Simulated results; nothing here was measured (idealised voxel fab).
The document below concerns the process module designated voxel ribs on slabs.
The figure presents cross-section cut, which has a width of 150 nm and is divided into square cells with an edge length of 5 nm.
Bands, listed from the top down, are how a cross-section gets written in this document; the cross-section itself is a grid of square cells, and a band is one or more rows of them.
Within each band entry, the heights of the top and of the bottom of the band appear first, in that order and in nm; the materials of the band then follow from left to right, each with its corresponding width in nm. The designation "everywhere" on a single material indicates that it fills the band from edge to edge; the designation "blank" indicates empty space.
It should be noted that heights are counted from 0, beneath which the wafer as supplied is of one material throughout, and that the lowest band possesses no lower boundary but continues downward, as written in "0 nm and below".
The two numbers in a width such as "30->40" mark its ends across the band: the first belongs to the top row of cells, the second to the bottom row, and from each row to the next the width moves by the same amount.
"no alteration" means the step left every cell of the cross-section as it was.
Entry "Enclosed void catalog". Content: empty spaces with no open connection to the top, size 8 cells or greater. Each: width x height at distance. Distance: from left edge. Unit: nm.
Step line, after settings: the simulator's comment on this step.
"overlay nm", when on a step's line for a step with a mask, measures how far to the right of its planned place the mask lay; a negative measure means to the left.
PROCESS STEPS FORESEEN IN THE PLAN
| 1 | RECEIVE [material Si] |
| 2 | DIRECTIONAL_DEP [material SiO2] [thk nm 20] |
| 3 | DIRECTIONAL_DEP [material SiN] [thk nm 25] |
| 4 | MASKED_ETCH [tone cover] [mask id RIB] [width nm 25] [etch materials SiN] [depth nm 15] [overlay nm 0] |
| 5 | MASKED_ETCH [tone cover] [mask id SLAB] [width nm 75] [etch materials SiN] [depth nm 10] [overlay nm 0] |
| 6 | FILL_DEP [material SiO2] [thk nm 15] |
| 7 | CMP [height nm 55] |
| 8 | DIRECTIONAL_DEP [material W] [thk nm 10] |
| 9 | DIRECTIONAL_DEP [material aC] [thk nm 15] |
| 10 | PATTERN [tone cover] [mask id HEATER] [material resist] [width nm 35] [thk nm 30] [overlay nm 0] |
| 11 | DIRECTIONAL_ETCH [etch materials aC] [depth nm 15] |
| 12 | STRIP [etch materials resist] |
| 13 | DIRECTIONAL_ETCH [etch materials W] [depth nm 10] |
| 14 | STRIP [etch materials aC] |
| 15 | CONFORMAL_DEP [material SiO2] [thk nm 5] |
AS RECEIVED (POST STEP 1): CROSS-SECTION
	0 nm and below  Si everywhere
	Enclosed void catalog: none
THE FIRST OF TWO WAFERS, CROSS-SECTIONED AT THE END OF THE MODULE, WITH THE RUN PROCEEDING AS PLANNED
	70 nm to 65 nm  blank 50 nm / SiO2 45 nm / blank 55 nm
	65 nm to 60 nm  blank 50 nm / SiO2 5 nm / W 35 nm / SiO2 5 nm / blank 55 nm
	60 nm to 55 nm  SiO2 55 nm / W 35 nm / SiO2 60 nm
	55 nm to 45 nm  SiO2 everywhere
	45 nm to 30 nm  SiO2 60 nm / SiN 25 nm / SiO2 65 nm
	30 nm to 20 nm  SiO2 35 nm / SiN 75 nm / SiO2 40 nm
	20 nm to 0 nm  SiO2 everywhere
	0 nm and below  Si everywhere
	Enclosed void catalog: none
SECOND WAFER OF THE TWO, SECTIONED AT THE END OF THE MODULE. IT BEGAN LIKE THE FIRST AND FOLLOWED THE SAME PLAN, BUT ONE MISTAKE WAS MADE WHILE RUNNING IT
	70 nm to 65 nm  blank 50 nm / SiO2 45 nm / blank 55 nm
	65 nm to 60 nm  blank 50 nm / SiO2 5 nm / W 35 nm / SiO2 5 nm / blank 55 nm
	60 nm to 55 nm  SiO2 55 nm / W 35 nm / SiO2 60 nm
	55 nm to 45 nm  SiO2 everywhere
	45 nm to 30 nm  SiO2 60 nm / SiN 30 nm / SiO2 60 nm
	30 nm to 20 nm  SiO2 35 nm / SiN 75 nm / SiO2 40 nm
	20 nm to 0 nm  SiO2 everywhere
	0 nm and below  Si everywhere
	Enclosed void catalog: none
Where did the run depart from the plan? step 4 changed vs plan, executed as MASKED_ETCH [tone cover] [mask id RIB] [width nm 30] [etch materials SiN] [depth nm 15] [overlay nm 0]
Per the end-of-run cell counts, the second wafer holds more or fewer of some materials than the first: +3 SiN; -3 SiO2
